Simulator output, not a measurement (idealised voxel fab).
Module name: voxel capacitor over wiring (process module)
We display cut, a cross-section 145 nm in width whose square cells are each 5 nm.
For the purposes of this document, a cross-section shall be understood as a grid of square cells, specified as bands listed in top-to-bottom order, each band consisting of one or more rows of cells.
Band: top and bottom heights (nm) first, top before bottom; then materials from left to right, widths in nm. "all across" marks a sole material filling the band edge to edge. "air" denotes empty space.
Counting heights begins at 0, where everything beneath is, in the wafer as received, one material. The lowest band has no bottom; it goes on downwards, as "0..down" shows.
The two numbers in a width such as "30..40" mark its ends across the band: the first belongs to the top row of cells, the second to the bottom row, and from each row to the next the width moves by the same amount.
The cross-section has no changed cell in any step marked "nothing changed".
"closed voids" enumerates empty spaces isolated from the top, with no open way to it, that contain at least 8 cells, giving each as width x height at distance from the left edge, all three in nm.
On a step's line, text after the settings is the simulator commenting on that step.
On any step carrying a mask, the "overlay nm" setting, if present on the step's line, tells how far right of its planned place the mask lay; negative values point to the left.
Everything after this point is organized in pairs: a cross-section before one process step, a cross-section after it that shows only as deep as the lowest changed band, and, under the pair, the intervening step with its settings. Because different runs of this module on the same starting wafer can supply different pairs, a pair continues from the pair above it only if its entry headed "State on entry" says so.
State on entry
0..down = Si all across
closed voids: none
Cut View, Post-Step
15..0 = SiO2 all across
At heights below 0, the structure remains unaltered.
closed voids: none
Between before and after, shown above: CONFORMAL_DEP [material SiO2] [thk nm 15]
State on entry: the pre-step structure is the one depicted after the step in the pair just above.
Cut View, Post-Step
20..15 = TiN all across
At heights below 15, the structure remains unaltered.
closed voids: none
Between before and after, shown above: DIRECTIONAL_DEP [material TiN] [thk nm 5]
State on entry: the pre-step structure is the one depicted after the step in the pair just above.
Cut View, Post-Step
35..20 = Ru all across
At heights below 20, the structure remains unaltered.
closed voids: none
Between before and after, shown above: DIRECTIONAL_DEP [material Ru] [thk nm 15]
State on entry: the pre-step structure is the one depicted after the step in the pair just above.
Cut View, Post-Step
55..35 = 20 air, 25 resist, 50 air, 25 resist, 25 air
At heights below 35, the structure remains unaltered.
closed voids: none
Between before and after, shown above: PATTERN [tone cover] [mask id METAL_1] [material resist] [width nm 25] [pitch nm 75] [thk nm 20] [overlay nm 0]
State on entry: the pre-step structure is the one depicted after the step in the pair just above.
Cut View, Post-Step
55..35 = 20 air, 25 resist, 50 air, 25 resist, 25 air
35..20 = 20 air, 25 Ru, 50 air, 25 Ru, 25 air
At heights below 20, the structure remains unaltered.
closed voids: none
Between before and after, shown above: DIRECTIONAL_ETCH [etch materials Ru] [depth nm 15]
State on entry: the pre-step structure is the one depicted after the step in the pair just above.
Cut View, Post-Step
55..35 = 20 air, 25 resist, 50 air, 25 resist, 25 air
35..20 = 20 air, 25 Ru, 50 air, 25 Ru, 25 air
20..15 = 20 air, 25 TiN, 50 air, 25 TiN, 25 air
At heights below 15, the structure remains unaltered.
closed voids: none
Between before and after, shown above: DIRECTIONAL_ETCH [etch materials TiN] [depth nm 5]
State on entry: the pre-step structure is the one depicted after the step in the pair just above.
Cut View, Post-Step
35..20 = 20 air, 25 Ru, 50 air, 25 Ru, 25 air
At heights below 20, the structure remains unaltered.
closed voids: none
Between before and after, shown above: STRIP [etch materials resist]
State on entry: the pre-step structure is the one depicted after the step in the pair just above.
Cut View, Post-Step
45..35 = SiO2 all across
35..20 = 20 SiO2, 25 Ru, 50 SiO2, 25 Ru, 25 SiO2
20..15 = 20 SiO2, 25 TiN, 50 SiO2, 25 TiN, 25 SiO2
At heights below 15, the structure remains unaltered.
closed voids: none
Between before and after, shown above: FILL_DEP [material SiO2] [thk nm 10]
State on entry: the pre-step structure is the one depicted after the step in the pair just above.
Cut View, Post-Step
35..20 = 20 SiO2, 25 Ru, 50 SiO2, 25 Ru, 25 SiO2
At heights below 20, the structure remains unaltered.
closed voids: none
Between before and after, shown above: CMP [height nm 35]
State on entry: the pre-step structure is the one depicted after the step in the pair just above.
Cut View, Post-Step
40..35 = SiCN all across
At heights below 35, the structure remains unaltered.
closed voids: none
Between before and after, shown above: CONFORMAL_DEP [material SiCN] [thk nm 5]
State on entry: the pre-step structure is the one depicted after the step in the pair just above.
Cut View, Post-Step
50..40 = SiO2 all across
At heights below 40, the structure remains unaltered.
closed voids: none
Between before and after, shown above: DIRECTIONAL_DEP [material SiO2] [thk nm 10]
State on entry: the pre-step structure is the one depicted after the step in the pair just above.
Cut View, Post-Step
65..50 = aC all across
At heights below 50, the structure remains unaltered.
closed voids: none
Between before and after, shown above: DIRECTIONAL_DEP [material aC] [thk nm 15]
State on entry: the pre-step structure is the one depicted after the step in the pair just above.
Cut View, Post-Step
95..65 = 30 resist, 15 air, 100 resist
At heights below 65, the structure remains unaltered.
closed voids: none
Between before and after, shown above: PATTERN [tone open] [mask id PLUG_1] [material resist] [width nm 15] [thk nm 30] [overlay nm 0]
State on entry: the pre-step structure is the one depicted after the step in the pair just above.
Cut View, Post-Step
80..65 = 30 resist, 15 air, 100 resist
65..50 = 30 aC, 15 air, 100 aC
At heights below 50, the structure remains unaltered.
closed voids: none
Between before and after, shown above: DIRECTIONAL_ETCH [etch materials aC] [depth nm 15]
State on entry: the pre-step structure is the one depicted after the step in the pair just above.
Cut View, Post-Step
65..50 = 30 aC, 15 air, 100 aC
At heights below 50, the structure remains unaltered.
closed voids: none
Between before and after, shown above: STRIP [etch materials resist]
State on entry: the pre-step structure is the one depicted after the step in the pair just above.
Cut View, Post-Step
65..50 = 30 aC, 15 air, 100 aC
50..40 = 30 SiO2, 15 air, 100 SiO2
At heights below 40, the structure remains unaltered.
closed voids: none
Between before and after, shown above: DIRECTIONAL_ETCH [etch materials SiO2] [depth nm 10]
State on entry: the pre-step structure is the one depicted after the step in the pair just above.
Cut View, Post-Step
65..50 = 30 aC, 15 air, 100 aC
50..40 = 30 SiO2, 15 air, 100 SiO2
40..35 = 30 SiCN, 15 air, 100 SiCN
At heights below 35, the structure remains unaltered.
closed voids: none
Between before and after, shown above: DIRECTIONAL_ETCH [etch materials SiCN] [depth nm 5]
State on entry: the pre-step structure is the one depicted after the step in the pair just above.
Cut View, Post-Step
50..40 = 30 SiO2, 15 air, 100 SiO2
At heights below 40, the structure remains unaltered.
closed voids: none
Between before and after, shown above: STRIP [etch materials aC]
State on entry: the pre-step structure is the one depicted after the step in the pair just above.
Cut View, Post-Step
55..50 = 35 TiN, 5 air, 105 TiN
50..40 = 30 SiO2, 5 TiN, 5 air, 5 TiN, 100 SiO2
40..35 = 30 SiCN, 15 TiN, 100 SiCN
At heights below 35, the structure remains unaltered.
closed voids: none
Between before and after, shown above: CONFORMAL_DEP [material TiN] [thk nm 5]
State on entry: the pre-step structure is the one depicted after the step in the pair just above.
Cut View, Post-Step
60..55 = W all across
55..50 = 35 TiN, 5 W, 105 TiN
50..40 = 30 SiO2, 5 TiN, 5 W, 5 TiN, 100 SiO2
At heights below 40, the structure remains unaltered.
closed voids: none
Between before and after, shown above: FILL_DEP [material W] [thk nm 5]
State on entry: the pre-step structure is the one depicted after the step in the pair just above.
Cut View, Post-Step
50..40 = 30 SiO2, 5 TiN, 5 W, 5 TiN, 100 SiO2
At heights below 40, the structure remains unaltered.
closed voids: none
Between before and after, shown above: CMP [height nm 50]
State on entry: the pre-step structure is the one depicted after the step in the pair just above.
Cut View, Post-Step
55..50 = TiN all across
At heights below 50, the structure remains unaltered.
closed voids: none
Between before and after, shown above: DIRECTIONAL_DEP [material TiN] [thk nm 5]
State on entry: the pre-step structure is the one depicted after the step in the pair just above.
Cut View, Post-Step
60..55 = Al2O3 all across
At heights below 55, the structure remains unaltered.
closed voids: none
Between before and after, shown above: DIRECTIONAL_DEP [material Al2O3] [thk nm 5]
State on entry: the pre-step structure is the one depicted after the step in the pair just above.
Cut View, Post-Step
70..60 = TiN all across
At heights below 60, the structure remains unaltered.
closed voids: none
Between before and after, shown above: DIRECTIONAL_DEP [material TiN] [thk nm 10]
State on entry: the pre-step structure is the one depicted after the step in the pair just above.
Cut View, Post-Step
80..70 = aC all across
At heights below 70, the structure remains unaltered.
closed voids: none
Between before and after, shown above: DIRECTIONAL_DEP [material aC] [thk nm 10]
State on entry: the pre-step structure is the one depicted after the step in the pair just above.
Cut View, Post-Step
105..80 = 30 air, 55 resist, 60 air
At heights below 80, the structure remains unaltered.
closed voids: none
Between before and after, shown above: PATTERN [tone cover] [mask id UPPER_PLATE] [material resist] [width nm 55] [thk nm 25] [overlay nm 0]
State on entry: the pre-step structure is the one depicted after the step in the pair just above.
Cut View, Post-Step
95..80 = 30 air, 55 resist, 60 air
80..70 = 30 air, 55 aC, 60 air
At heights below 70, the structure remains unaltered.
closed voids: none
Between before and after, shown above: DIRECTIONAL_ETCH [etch materials aC] [depth nm 10]
State on entry: the pre-step structure is the one depicted after the step in the pair just above.
Cut View, Post-Step
80..70 = 30 air, 55 aC, 60 air
At heights below 70, the structure remains unaltered.
closed voids: none
Between before and after, shown above: STRIP [etch materials resist]
State on entry: the pre-step structure is the one depicted after the step in the pair just above.
Cut View, Post-Step
80..70 = 30 air, 55 aC, 60 air
70..60 = 30 air, 55 TiN, 60 air
At heights below 60, the structure remains unaltered.
closed voids: none
Between before and after, shown above: DIRECTIONAL_ETCH [etch materials TiN] [depth nm 10]
State on entry: the pre-step structure is the one depicted after the step in the pair just above.
Cut View, Post-Step
80..70 = 30 air, 55 aC, 60 air
70..60 = 30 air, 55 TiN, 60 air
60..55 = 30 air, 55 Al2O3, 60 air
At heights below 55, the structure remains unaltered.
closed voids: none
Between before and after, shown above: DIRECTIONAL_ETCH [etch materials Al2O3] [depth nm 5]
State on entry: the pre-step structure is the one depicted after the step in the pair just above.
Cut View, Post-Step
70..60 = 30 air, 55 TiN, 60 air
At heights below 60, the structure remains unaltered.
closed voids: none
Between before and after, shown above: STRIP [etch materials aC]
State on entry: the pre-step structure is the one depicted after the step in the pair just above.
Cut View, Post-Step
85..70 = 25 air, 65 resist, 55 air
70..60 = 25 air, 5 resist, 55 TiN, 5 resist, 55 air
60..55 = 25 air, 5 resist, 55 Al2O3, 5 resist, 55 air
At heights below 55, the structure remains unaltered.
closed voids: none
Between before and after, shown above: PATTERN [tone cover] [mask id LOWER_PLATE] [material resist] [width nm 65] [thk nm 15] [overlay nm 0]
State on entry: the pre-step structure is the one depicted after the step in the pair just above.
Cut View, Post-Step
85..70 = 25 air, 65 resist, 55 air
70..60 = 25 air, 5 resist, 55 TiN, 5 resist, 55 air
60..55 = 25 air, 5 resist, 55 Al2O3, 5 resist, 55 air
55..50 = 25 air, 65 TiN, 55 air
At heights below 50, the structure remains unaltered.
closed voids: none
Between before and after, shown above: DIRECTIONAL_ETCH [etch materials TiN] [depth nm 5]
State on entry: the pre-step structure is the one depicted after the step in the pair just above.
Cut View, Post-Step
70..60 = 30 air, 55 TiN, 60 air
60..55 = 30 air, 55 Al2O3, 60 air
At heights below 55, the structure remains unaltered.
closed voids: none
Between before and after, shown above: STRIP [etch materials resist]
State on entry: the pre-step structure is the one depicted after the step in the pair just above.
Cut View, Post-Step
90..70 = SiO2 all across
70..60 = 30 SiO2, 55 TiN, 60 SiO2
60..55 = 30 SiO2, 55 Al2O3, 60 SiO2
55..50 = 25 SiO2, 65 TiN, 55 SiO2
At heights below 50, the structure remains unaltered.
closed voids: none
Between before and after, shown above: FILL_DEP [material SiO2] [thk nm 20]
State on entry: the pre-step structure is the one depicted after the step in the pair just above.
Cut View, Post-Step
85..70 = SiO2 all across
At heights below 70, the structure remains unaltered.
closed voids: none
Between before and after, shown above: CMP [height nm 85]
State on entry: the pre-step structure is the one depicted after the step in the pair just above.
Cut View, Post-Step
105..85 = 40 resist, 15 air, 90 resist
At heights below 85, the structure remains unaltered.
closed voids: none
Between before and after, shown above: PATTERN [tone open] [mask id PLUG_2] [material resist] [width nm 15] [thk nm 20] [overlay nm 0]
State on entry: the pre-step structure is the one depicted after the step in the pair just above.
Cut View, Post-Step
105..85 = 40 resist, 15 air, 90 resist
85..70 = 40 SiO2, 15 air, 90 SiO2
At heights below 70, the structure remains unaltered.
closed voids: none
Between before and after, shown above: DIRECTIONAL_ETCH [etch materials SiO2] [depth nm 15]
State on entry: the pre-step structure is the one depicted after the step in the pair just above.
Cut View, Post-Step
85..70 = 40 SiO2, 15 air, 90 SiO2
At heights below 70, the structure remains unaltered.
closed voids: none
Between before and after, shown above: STRIP [etch materials resist]
State on entry: the pre-step structure is the one depicted after the step in the pair just above.
Cut View, Post-Step
90..85 = 45 TiN, 5 air, 95 TiN
85..75 = 40 SiO2, 5 TiN, 5 air, 5 TiN, 90 SiO2
75..70 = 40 SiO2, 15 TiN, 90 SiO2
At heights below 70, the structure remains unaltered.
closed voids: none
Between before and after, shown above: CONFORMAL_DEP [material TiN] [thk nm 5]
State on entry: the pre-step structure is the one depicted after the step in the pair just above.
Cut View, Post-Step
95..90 = Ru all across
90..85 = 45 TiN, 5 Ru, 95 TiN
85..75 = 40 SiO2, 5 TiN, 5 Ru, 5 TiN, 90 SiO2
At heights below 75, the structure remains unaltered.
closed voids: none
Between before and after, shown above: FILL_DEP [material Ru] [thk nm 5]
State on entry: the pre-step structure is the one depicted after the step in the pair just above.
Cut View, Post-Step
85..75 = 40 SiO2, 5 TiN, 5 Ru, 5 TiN, 90 SiO2
At heights below 75, the structure remains unaltered.
closed voids: none
Between before and after, shown above: CMP [height nm 85]
State on entry: the pre-step structure is the one depicted after the step in the pair just above.
Cut View, Post-Step
90..85 = SiN all across
At heights below 85, the structure remains unaltered.
closed voids: none
Between before and after, shown above: CONFORMAL_DEP [material SiN] [thk nm 5]
State on entry
15..0 = SiO2 all across
0..down = Si all across
closed voids: none
Cut View, Post-Step
30..15 = Ru all across
At heights below 15, the structure remains unaltered.
closed voids: none
Between before and after, shown above: DIRECTIONAL_DEP [material Ru] [thk nm 15]
State on entry: the pre-step structure is the one depicted after the step in the pair just above.
Cut View, Post-Step
50..30 = 20 air, 25 resist, 50 air, 25 resist, 25 air
At heights below 30, the structure remains unaltered.
closed voids: none
Between before and after, shown above: PATTERN [tone cover] [mask id METAL_1] [material resist] [width nm 25] [pitch nm 75] [thk nm 20] [overlay nm 0]
State on entry: the pre-step structure is the one depicted after the step in the pair just above.
Cut View, Post-Step
50..30 = 20 air, 25 resist, 50 air, 25 resist, 25 air
30..15 = 20 air, 25 Ru, 50 air, 25 Ru, 25 air
At heights below 15, the structure remains unaltered.
closed voids: none
Between before and after, shown above: DIRECTIONAL_ETCH [etch materials Ru] [depth nm 15]
State on entry: the pre-step structure is the one depicted after the step in the pair just above.
Cut View, Post-Step
30..15 = 20 air, 25 Ru, 50 air, 25 Ru, 25 air
At heights below 15, the structure remains unaltered.
closed voids: none
Between before and after, shown above: STRIP [etch materials resist]
State on entry: the pre-step structure is the one depicted after the step in the pair just above.
Cut View, Post-Step
40..30 = SiO2 all across
30..15 = 20 SiO2, 25 Ru, 50 SiO2, 25 Ru, 25 SiO2
At heights below 15, the structure remains unaltered.
closed voids: none
Between before and after, shown above: FILL_DEP [material SiO2] [thk nm 10]
State on entry: the pre-step structure is the one depicted after the step in the pair just above.
Cut View, Post-Step
35..30 = SiO2 all across
At heights below 30, the structure remains unaltered.
closed voids: none
Between before and after, shown above: CMP [height nm 35]
State on entry: the pre-step structure is the one depicted after the step in the pair just above.
Cut View, Post-Step
40..35 = SiCN all across
At heights below 35, the structure remains unaltered.
closed voids: none
Between before and after, shown above: CONFORMAL_DEP [material SiCN] [thk nm 5]
State on entry: the pre-step structure is the one depicted after the step in the pair just above.
Cut View, Post-Step
50..40 = SiO2 all across
At heights below 40, the structure remains unaltered.
closed voids: none
Between before and after, shown above: DIRECTIONAL_DEP [material SiO2] [thk nm 10]
State on entry: the pre-step structure is the one depicted after the step in the pair just above.
Cut View, Post-Step
65..50 = aC all across
At heights below 50, the structure remains unaltered.
closed voids: none
Between before and after, shown above: DIRECTIONAL_DEP [material aC] [thk nm 15]
State on entry: the pre-step structure is the one depicted after the step in the pair just above.
Cut View, Post-Step
95..65 = 30 resist, 15 air, 100 resist
At heights below 65, the structure remains unaltered.
closed voids: none
Between before and after, shown above: PATTERN [tone open] [mask id PLUG_1] [material resist] [width nm 15] [thk nm 30] [overlay nm 0]
State on entry: the pre-step structure is the one depicted after the step in the pair just above.
Cut View, Post-Step
80..65 = 30 resist, 15 air, 100 resist
65..50 = 30 aC, 15 air, 100 aC
At heights below 50, the structure remains unaltered.
closed voids: none
Between before and after, shown above: DIRECTIONAL_ETCH [etch materials aC] [depth nm 15]
State on entry: the pre-step structure is the one depicted after the step in the pair just above.
Cut View, Post-Step
65..50 = 30 aC, 15 air, 100 aC
At heights below 50, the structure remains unaltered.
closed voids: none
Between before and after, shown above: STRIP [etch materials resist]
State on entry: the pre-step structure is the one depicted after the step in the pair just above.
Cut View, Post-Step
65..50 = 30 aC, 15 air, 100 aC
50..40 = 30 SiO2, 15 air, 100 SiO2
At heights below 40, the structure remains unaltered.
closed voids: none
Between before and after, shown above: DIRECTIONAL_ETCH [etch materials SiO2] [depth nm 10]
State on entry: the pre-step structure is the one depicted after the step in the pair just above.
Cut View, Post-Step
65..50 = 30 aC, 15 air, 100 aC
50..40 = 30 SiO2, 15 air, 100 SiO2
40..35 = 30 SiCN, 15 air, 100 SiCN
At heights below 35, the structure remains unaltered.
closed voids: none
Between before and after, shown above: DIRECTIONAL_ETCH [etch materials SiCN] [depth nm 5]
State on entry: the pre-step structure is the one depicted after the step in the pair just above.
Cut View, Post-Step
50..40 = 30 SiO2, 15 air, 100 SiO2
At heights below 40, the structure remains unaltered.
closed voids: none
Between before and after, shown above: STRIP [etch materials aC]
State on entry: the pre-step structure is the one depicted after the step in the pair just above.
Cut View, Post-Step
55..50 = 35 TiN, 5 air, 105 TiN
50..40 = 30 SiO2, 5 TiN, 5 air, 5 TiN, 100 SiO2
40..35 = 30 SiCN, 15 TiN, 100 SiCN
At heights below 35, the structure remains unaltered.
closed voids: none
Between before and after, shown above: CONFORMAL_DEP [material TiN] [thk nm 5]
State on entry: the pre-step structure is the one depicted after the step in the pair just above.
Cut View, Post-Step
60..55 = W all across
55..50 = 35 TiN, 5 W, 105 TiN
50..40 = 30 SiO2, 5 TiN, 5 W, 5 TiN, 100 SiO2
At heights below 40, the structure remains unaltered.
closed voids: none
Between before and after, shown above: FILL_DEP [material W] [thk nm 5]
State on entry: the pre-step structure is the one depicted after the step in the pair just above.
Cut View, Post-Step
50..40 = 30 SiO2, 5 TiN, 5 W, 5 TiN, 100 SiO2
At heights below 40, the structure remains unaltered.
closed voids: none
Between before and after, shown above: CMP [height nm 50]
State on entry: the pre-step structure is the one depicted after the step in the pair just above.
Cut View, Post-Step
55..50 = TiN all across
At heights below 50, the structure remains unaltered.
closed voids: none
Between before and after, shown above: DIRECTIONAL_DEP [material TiN] [thk nm 5]
State on entry: the pre-step structure is the one depicted after the step in the pair just above.
Cut View, Post-Step
60..55 = Al2O3 all across
At heights below 55, the structure remains unaltered.
closed voids: none
Between before and after, shown above: DIRECTIONAL_DEP [material Al2O3] [thk nm 5]
State on entry: the pre-step structure is the one depicted after the step in the pair just above.
Cut View, Post-Step
70..60 = TiN all across
At heights below 60, the structure remains unaltered.
closed voids: none
Between before and after, shown above: DIRECTIONAL_DEP [material TiN] [thk nm 10]
State on entry: the pre-step structure is the one depicted after the step in the pair just above.
Cut View, Post-Step
80..70 = aC all across
At heights below 70, the structure remains unaltered.
closed voids: none
Between before and after, shown above: DIRECTIONAL_DEP [material aC] [thk nm 10]
State on entry: the pre-step structure is the one depicted after the step in the pair just above.
Cut View, Post-Step
105..80 = 30 air, 55 resist, 60 air
At heights below 80, the structure remains unaltered.
closed voids: none
Between before and after, shown above: PATTERN [tone cover] [mask id UPPER_PLATE] [material resist] [width nm 55] [thk nm 25] [overlay nm 0]
State on entry: the pre-step structure is the one depicted after the step in the pair just above.
Cut View, Post-Step
95..80 = 30 air, 55 resist, 60 air
80..70 = 30 air, 55 aC, 60 air
At heights below 70, the structure remains unaltered.
closed voids: none
Between before and after, shown above: DIRECTIONAL_ETCH [etch materials aC] [depth nm 10]
State on entry: the pre-step structure is the one depicted after the step in the pair just above.
Cut View, Post-Step
80..70 = 30 air, 55 aC, 60 air
At heights below 70, the structure remains unaltered.
closed voids: none
Between before and after, shown above: STRIP [etch materials resist]
State on entry: the pre-step structure is the one depicted after the step in the pair just above.
Cut View, Post-Step
80..70 = 30 air, 55 aC, 60 air
70..60 = 30 air, 55 TiN, 60 air
At heights below 60, the structure remains unaltered.
closed voids: none
Between before and after, shown above: DIRECTIONAL_ETCH [etch materials TiN] [depth nm 10]
State on entry: the pre-step structure is the one depicted after the step in the pair just above.
Cut View, Post-Step
80..70 = 30 air, 55 aC, 60 air
70..60 = 30 air, 55 TiN, 60 air
60..55 = 30 air, 55 Al2O3, 60 air
At heights below 55, the structure remains unaltered.
closed voids: none
Between before and after, shown above: DIRECTIONAL_ETCH [etch materials Al2O3] [depth nm 5]
State on entry: the pre-step structure is the one depicted after the step in the pair just above.
Cut View, Post-Step
70..60 = 30 air, 55 TiN, 60 air
At heights below 60, the structure remains unaltered.
closed voids: none
Between before and after, shown above: STRIP [etch materials aC]
State on entry: the pre-step structure is the one depicted after the step in the pair just above.
Cut View, Post-Step
85..70 = 25 air, 65 resist, 55 air
70..60 = 25 air, 5 resist, 55 TiN, 5 resist, 55 air
60..55 = 25 air, 5 resist, 55 Al2O3, 5 resist, 55 air
At heights below 55, the structure remains unaltered.
closed voids: none
Between before and after, shown above: PATTERN [tone cover] [mask id LOWER_PLATE] [material resist] [width nm 65] [thk nm 15] [overlay nm 0]
State on entry: the pre-step structure is the one depicted after the step in the pair just above.
Cut View, Post-Step
85..70 = 25 air, 65 resist, 55 air
70..60 = 25 air, 5 resist, 55 TiN, 5 resist, 55 air
60..55 = 25 air, 5 resist, 55 Al2O3, 5 resist, 55 air
55..50 = 25 air, 65 TiN, 55 air
At heights below 50, the structure remains unaltered.
closed voids: none
Between before and after, shown above: DIRECTIONAL_ETCH [etch materials TiN] [depth nm 5]
State on entry: the pre-step structure is the one depicted after the step in the pair just above.
Cut View, Post-Step
70..60 = 30 air, 55 TiN, 60 air
60..55 = 30 air, 55 Al2O3, 60 air
At heights below 55, the structure remains unaltered.
closed voids: none
Between before and after, shown above: STRIP [etch materials resist]
State on entry: the pre-step structure is the one depicted after the step in the pair just above.
Cut View, Post-Step
90..70 = SiO2 all across
70..60 = 30 SiO2, 55 TiN, 60 SiO2
60..55 = 30 SiO2, 55 Al2O3, 60 SiO2
55..50 = 25 SiO2, 65 TiN, 55 SiO2
At heights below 50, the structure remains unaltered.
closed voids: none
Between before and after, shown above: FILL_DEP [material SiO2] [thk nm 20]
State on entry: the pre-step structure is the one depicted after the step in the pair just above.
Cut View, Post-Step
85..70 = SiO2 all across
At heights below 70, the structure remains unaltered.
closed voids: none
Between before and after, shown above: CMP [height nm 85]
State on entry: the pre-step structure is the one depicted after the step in the pair just above.
Cut View, Post-Step
105..85 = 40 resist, 15 air, 90 resist
At heights below 85, the structure remains unaltered.
closed voids: none
Between before and after, shown above: PATTERN [tone open] [mask id PLUG_2] [material resist] [width nm 15] [thk nm 20] [overlay nm 0]
State on entry: the pre-step structure is the one depicted after the step in the pair just above.
Cut View, Post-Step
105..85 = 40 resist, 15 air, 90 resist
85..70 = 40 SiO2, 15 air, 90 SiO2
At heights below 70, the structure remains unaltered.
closed voids: none
Between before and after, shown above: DIRECTIONAL_ETCH [etch materials SiO2] [depth nm 15]
State on entry: the pre-step structure is the one depicted after the step in the pair just above.
Cut View, Post-Step
85..70 = 40 SiO2, 15 air, 90 SiO2
At heights below 70, the structure remains unaltered.
closed voids: none
Between before and after, shown above: STRIP [etch materials resist]
State on entry: the pre-step structure is the one depicted after the step in the pair just above.
Cut View, Post-Step
90..85 = 45 TiN, 5 air, 95 TiN
85..75 = 40 SiO2, 5 TiN, 5 air, 5 TiN, 90 SiO2
75..70 = 40 SiO2, 15 TiN, 90 SiO2
At heights below 70, the structure remains unaltered.
closed voids: none
Between before and after, shown above: CONFORMAL_DEP [material TiN] [thk nm 5]
State on entry: the pre-step structure is the one depicted after the step in the pair just above.
Cut View, Post-Step
95..90 = Ru all across
90..85 = 45 TiN, 5 Ru, 95 TiN
85..75 = 40 SiO2, 5 TiN, 5 Ru, 5 TiN, 90 SiO2
At heights below 75, the structure remains unaltered.
closed voids: none
Between before and after, shown above: FILL_DEP [material Ru] [thk nm 5]
State on entry: the pre-step structure is the one depicted after the step in the pair just above.
Cut View, Post-Step
85..75 = 40 SiO2, 5 TiN, 5 Ru, 5 TiN, 90 SiO2
At heights below 75, the structure remains unaltered.
closed voids: none
Between before and after, shown above: CMP [height nm 85]
State on entry: the pre-step structure is the one depicted after the step in the pair just above.
Cut View, Post-Step
90..85 = SiN all across
At heights below 85, the structure remains unaltered.
closed voids: none
Between before and after, shown above: CONFORMAL_DEP [material SiN] [thk nm 5]
State on entry
15..0 = SiO2 all across
0..down = Si all across
closed voids: none
Cut View, Post-Step
30..0 = SiO2 all across
At heights below 0, the structure remains unaltered.
closed voids: none
Between before and after, shown above: CONFORMAL_DEP [material SiO2] [thk nm 15]
State on entry: the pre-step structure is the one depicted after the step in the pair just above.
Cut View, Post-Step
35..30 = TiN all across
At heights below 30, the structure remains unaltered.
closed voids: none
Between before and after, shown above: DIRECTIONAL_DEP [material TiN] [thk nm 5]
State on entry: the pre-step structure is the one depicted after the step in the pair just above.
Cut View, Post-Step
50..35 = Ru all across
At heights below 35, the structure remains unaltered.
closed voids: none
Between before and after, shown above: DIRECTIONAL_DEP [material Ru] [thk nm 15]
State on entry: the pre-step structure is the one depicted after the step in the pair just above.
Cut View, Post-Step
70..50 = 20 air, 25 resist, 50 air, 25 resist, 25 air
At heights below 50, the structure remains unaltered.
closed voids: none
Between before and after, shown above: PATTERN [tone cover] [mask id METAL_1] [material resist] [width nm 25] [pitch nm 75] [thk nm 20] [overlay nm 0]
State on entry: the pre-step structure is the one depicted after the step in the pair just above.
Cut View, Post-Step
70..50 = 20 air, 25 resist, 50 air, 25 resist, 25 air
50..35 = 20 air, 25 Ru, 50 air, 25 Ru, 25 air
At heights below 35, the structure remains unaltered.
closed voids: none
Between before and after, shown above: DIRECTIONAL_ETCH [etch materials Ru] [depth nm 15]
State on entry: the pre-step structure is the one depicted after the step in the pair just above.
Cut View, Post-Step
70..50 = 20 air, 25 resist, 50 air, 25 resist, 25 air
50..35 = 20 air, 25 Ru, 50 air, 25 Ru, 25 air
35..30 = 20 air, 25 TiN, 50 air, 25 TiN, 25 air
At heights below 30, the structure remains unaltered.
closed voids: none
Between before and after, shown above: DIRECTIONAL_ETCH [etch materials TiN] [depth nm 5]
State on entry: the pre-step structure is the one depicted after the step in the pair just above.
Cut View, Post-Step
50..35 = 20 air, 25 Ru, 50 air, 25 Ru, 25 air
At heights below 35, the structure remains unaltered.
closed voids: none
Between before and after, shown above: STRIP [etch materials resist]
State on entry: the pre-step structure is the one depicted after the step in the pair just above.
Cut View, Post-Step
60..50 = SiO2 all across
50..35 = 20 SiO2, 25 Ru, 50 SiO2, 25 Ru, 25 SiO2
35..30 = 20 SiO2, 25 TiN, 50 SiO2, 25 TiN, 25 SiO2
At heights below 30, the structure remains unaltered.
closed voids: none
Between before and after, shown above: FILL_DEP [material SiO2] [thk nm 10]
State on entry: the pre-step structure is the one depicted after the step in the pair just above.
Cut View, Post-Step
35..30 = 20 SiO2, 25 TiN, 50 SiO2, 25 TiN, 25 SiO2
At heights below 30, the structure remains unaltered.
closed voids: none
Between before and after, shown above: CMP [height nm 35]
State on entry: the pre-step structure is the one depicted after the step in the pair just above.
Cut View, Post-Step
40..35 = SiCN all across
At heights below 35, the structure remains unaltered.
closed voids: none
Between before and after, shown above: CONFORMAL_DEP [material SiCN] [thk nm 5]
State on entry: the pre-step structure is the one depicted after the step in the pair just above.
Cut View, Post-Step
50..40 = SiO2 all across
At heights below 40, the structure remains unaltered.
closed voids: none
Between before and after, shown above: DIRECTIONAL_DEP [material SiO2] [thk nm 10]
State on entry: the pre-step structure is the one depicted after the step in the pair just above.
Cut View, Post-Step
65..50 = aC all across
At heights below 50, the structure remains unaltered.
closed voids: none
Between before and after, shown above: DIRECTIONAL_DEP [material aC] [thk nm 15]
State on entry: the pre-step structure is the one depicted after the step in the pair just above.
Cut View, Post-Step
95..65 = 30 resist, 15 air, 100 resist
At heights below 65, the structure remains unaltered.
closed voids: none
Between before and after, shown above: PATTERN [tone open] [mask id PLUG_1] [material resist] [width nm 15] [thk nm 30] [overlay nm 0]
State on entry: the pre-step structure is the one depicted after the step in the pair just above.
Cut View, Post-Step
80..65 = 30 resist, 15 air, 100 resist
65..50 = 30 aC, 15 air, 100 aC
At heights below 50, the structure remains unaltered.
closed voids: none
Between before and after, shown above: DIRECTIONAL_ETCH [etch materials aC] [depth nm 15]
State on entry: the pre-step structure is the one depicted after the step in the pair just above.
Cut View, Post-Step
65..50 = 30 aC, 15 air, 100 aC
At heights below 50, the structure remains unaltered.
closed voids: none
Between before and after, shown above: STRIP [etch materials resist]
State on entry: the pre-step structure is the one depicted after the step in the pair just above.
Cut View, Post-Step
65..50 = 30 aC, 15 air, 100 aC
50..40 = 30 SiO2, 15 air, 100 SiO2
At heights below 40, the structure remains unaltered.
closed voids: none
Between before and after, shown above: DIRECTIONAL_ETCH [etch materials SiO2] [depth nm 10]
State on entry: the pre-step structure is the one depicted after the step in the pair just above.
Cut View, Post-Step
65..50 = 30 aC, 15 air, 100 aC
50..40 = 30 SiO2, 15 air, 100 SiO2
40..35 = 30 SiCN, 15 air, 100 SiCN
At heights below 35, the structure remains unaltered.
closed voids: none
Between before and after, shown above: DIRECTIONAL_ETCH [etch materials SiCN] [depth nm 5]
State on entry: the pre-step structure is the one depicted after the step in the pair just above.
Cut View, Post-Step
50..40 = 30 SiO2, 15 air, 100 SiO2
At heights below 40, the structure remains unaltered.
closed voids: none
Between before and after, shown above: STRIP [etch materials aC]
State on entry: the pre-step structure is the one depicted after the step in the pair just above.
Cut View, Post-Step
55..50 = 35 TiN, 5 air, 105 TiN
50..40 = 30 SiO2, 5 TiN, 5 air, 5 TiN, 100 SiO2
40..35 = 30 SiCN, 15 TiN, 100 SiCN
At heights below 35, the structure remains unaltered.
closed voids: none
Between before and after, shown above: CONFORMAL_DEP [material TiN] [thk nm 5]
